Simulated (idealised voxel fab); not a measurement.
Title: Process Module voxel spacer lines
FYI the section here is cut, 145 nm wide, cells are 5 nm squares.
Reading order for cross-sections: top band down to bottom band. Underlying form: a grid of square cells. Band size: one or more rows of cells. Look at the band entry: it leads with the top's height and the bottom's height in nm. Then it lists the materials left to right, with a width in nm for each. The word "all across" on a single material says that material fills the band edge to edge. The word "blank" is empty space. Basically, 0 is our baseline, since under it the wafer straight out of the box is all one material. The bottom band has no lower end and keeps on going down, so it looks like "from 0 down". Think of "30 to 40" as a width that walks from the first number to the second as you go down the band, top row to bottom row, taking equal-sized steps from row to row. Any step labelled "no change occurred" changed none of the cells in the cross-section. Voids not open to the top, 8 cells minimum: see "Enclosed voids". Written width x height at distance; distance is from the left edge; nm. Note: text after step settings on the step line = simulator remark on that step. overlay nm: on a step with a mask, how far right of its planned place the mask lay; negative means left.

-- Planned process steps
step 1: RECEIVE: material Si
step 2: CONFORMAL_DEP: material Al2O3, thk nm 5
step 3: DIRECTIONAL_DEP: material W, thk nm 15
step 4: DIRECTIONAL_DEP: material polySi, thk nm 20
step 5: PATTERN: tone cover, mask id MANDREL, material resist, width nm 15, pitch nm 50, thk nm 30, overlay nm 0
step 6: DIRECTIONAL_ETCH: etch materials polySi, depth nm 20
step 7: STRIP: etch materials resist
step 8: CONFORMAL_DEP: material SiN, thk nm 10
step 9: DIRECTIONAL_ETCH: etch materials SiN, depth nm 10
step 10: STRIP: etch materials polySi
step 11: DIRECTIONAL_ETCH: etch materials W, depth nm 15
step 12: STRIP: etch materials SiN
step 13: FILL_DEP: material SiO2, thk nm 5
step 14: CMP: height nm 20

-- On the first of the two wafers: run conducted according to plan

-- Wafer cross-section on receipt, i.e. after step 1
from 0 down | Si all across
Enclosed voids: none

-- After step 2, in cross-section
from 5 to 0 | Al2O3 all across
below 0: unchanged

-- After step 3, in cross-section
from 20 to 5 | W all across
below 5: unchanged

-- After step 4, in cross-section
from 40 to 20 | polySi all across
below 20: unchanged

-- After step 5, in cross-section
from 70 to 40 | 40 blank, 15 resist, 35 blank, 15 resist, 40 blank
below 40: unchanged

-- After step 6, in cross-section
from 70 to 40 | 40 blank, 15 resist, 35 blank, 15 resist, 40 blank
from 40 to 20 | 40 blank, 15 polySi, 35 blank, 15 polySi, 40 blank
below 20: unchanged

-- After step 7, in cross-section
from 40 to 20 | 40 blank, 15 polySi, 35 blank, 15 polySi, 40 blank
below 20: unchanged

-- After step 8, in cross-section
from 50 to 40 | 30 blank, 35 SiN, 15 blank, 35 SiN, 30 blank
from 40 to 30 | 30 blank, 10 SiN, 15 polySi, 10 SiN, 15 blank, 10 SiN, 15 polySi, 10 SiN, 30 blank
from 30 to 20 | 40 SiN, 15 polySi, 35 SiN, 15 polySi, 40 SiN
below 20: unchanged

-- After step 9, in cross-section
from 40 to 20 | 30 blank, 10 SiN, 15 polySi, 10 SiN, 15 blank, 10 SiN, 15 polySi, 10 SiN, 30 blank
below 20: unchanged

-- After step 10, in cross-section
from 40 to 20 | 30 blank, 10 SiN, 15 blank, 10 SiN, 15 blank, 10 SiN, 15 blank, 10 SiN, 30 blank
below 20: unchanged

-- After step 11, in cross-section
from 40 to 20 | 30 blank, 10 SiN, 15 blank, 10 SiN, 15 blank, 10 SiN, 15 blank, 10 SiN, 30 blank
from 20 to 5 | 30 blank, 10 W, 15 blank, 10 W, 15 blank, 10 W, 15 blank, 10 W, 30 blank
below 5: unchanged

-- After step 12, in cross-section
from 20 to 5 | 30 blank, 10 W, 15 blank, 10 W, 15 blank, 10 W, 15 blank, 10 W, 30 blank
below 5: unchanged

-- After step 13, in cross-section
from 25 to 20 | SiO2 all across
from 20 to 5 | 30 SiO2, 10 W, 15 SiO2, 10 W, 15 SiO2, 10 W, 15 SiO2, 10 W, 30 SiO2
below 5: unchanged

-- After step 14, in cross-section
from 20 to 5 | 30 SiO2, 10 W, 15 SiO2, 10 W, 15 SiO2, 10 W, 15 SiO2, 10 W, 30 SiO2
below 5: unchanged

-- Regarding the second of the two wafers: it shared the first wafer's starting condition and process plan, yet one error occurred during its execution. Its history coincides with that of the first wafer up to and including step 13

-- Look at the second wafer in cross-section at the time step 14 ought to have finished
from 10 to 5 | 30 SiO2, 10 W, 15 SiO2, 10 W, 15 SiO2, 10 W, 15 SiO2, 10 W, 30 SiO2
below 5: unchanged
Deviation noted in wafer processing: step 14 did not happen as planned, as run it was CMP: height nm 10
In the final state, the cell counts of the second wafer exceed or fall short of those of the first for the following materials: SiO2 -42, W -16
